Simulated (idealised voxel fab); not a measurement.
Process module heading - voxel gate over fins
The width of the displayed cross-section, cut, is 215 nm; its cells are square, with a size of 5 nm.
Bands, listed from the top down, are how a cross-section gets written in this document; the cross-section itself is a grid of square cells, and a band is one or more rows of them.
Band: top height; bottom height; in nm. Then, left to right: material with width in nm, for each material. "throughout": a single material spanning edge to edge. "blank": empty space.
It should be noted that heights are counted from 0, beneath which the wafer as supplied is of one material throughout, and that the lowest band possesses no lower boundary but continues downward, as written in "0 -> down".
Graded width ("30->40"): value in top row of band = first number; value in bottom row = second number; row-to-row change constant.
Given "same as before" for a step, no cell of the cross-section differs between before and after that step.
Empty spaces counting at least 8 cells and having no open way to the top are listed in "Closed internal voids". The notation width x height at distance is used for each, the distance being from the left edge and all three values in nm.
On each step's line, the part that comes after the settings is the simulator's own comment on the step.
On any step carrying a mask, the "overlay nm" setting, if present on the step's line, tells how far right of its planned place the mask lay; negative values point to the left.

**Listed below are the process steps as planned**
step 1: RECEIVE,material Si
step 2: CONFORMAL_DEP,material SiN,thk nm 10
step 3: DIRECTIONAL_DEP,material aC,thk nm 10
step 4: PATTERN,tone cover,mask id FINS,material resist,width nm 15,pitch nm 40,thk nm 30,overlay nm 0
step 5: DIRECTIONAL_ETCH,etch materials aC,depth nm 10
step 6: STRIP,etch materials resist
step 7: DIRECTIONAL_ETCH,etch materials SiN,depth nm 10
step 8: DIRECTIONAL_ETCH,etch materials Si,depth nm 30
step 9: STRIP,etch materials aC
step 10: OXIDIZE,depth nm 5
step 11: FILL_DEP,material SiO2,thk nm 5
step 12: CMP,height nm 10
step 13: SELECTIVE_ETCH,etch materials SiO2,depth nm 20
step 14: STRIP,etch materials SiN
step 15: CONFORMAL_DEP,material HfO2,thk nm 5
step 16: CONFORMAL_DEP,material TiN,thk nm 5
step 17: FILL_DEP,material W,thk nm 10
step 18: CMP,height nm 15
step 19: CONFORMAL_DEP,material SiCN,thk nm 5

**Cross-section of the incoming wafer, state after step 1**
  0 -> down = Si throughout
  Closed internal voids: none

**Look at the cross-section after the module: the wafer started out the way shown above and the plan was the one shown above, yet one mistake was made along the way**
  20 -> 15 = SiCN throughout
  15 -> 10 = W 45 | TiN 5 | HfO2 35 | TiN 5 | HfO2 35 | TiN 5 | HfO2 35 | TiN 5 | W 45
  10 -> 5 = TiN 50 | HfO2 35 | TiN 5 | HfO2 35 | TiN 5 | HfO2 35 | TiN 50
  5 -> 0 = HfO2 throughout
  0 -> -10 = HfO2 65 | Si 5 | HfO2 35 | Si 5 | HfO2 35 | Si 5 | HfO2 65
  -10 -> -35 = SiO2 65 | Si 5 | SiO2 35 | Si 5 | SiO2 35 | Si 5 | SiO2 65
  -35 -> down = Si throughout
  Closed internal voids: none
What broke from the plan during processing? rather than as planned, step 15 actually ran as CONFORMAL_DEP,material HfO2,thk nm 15
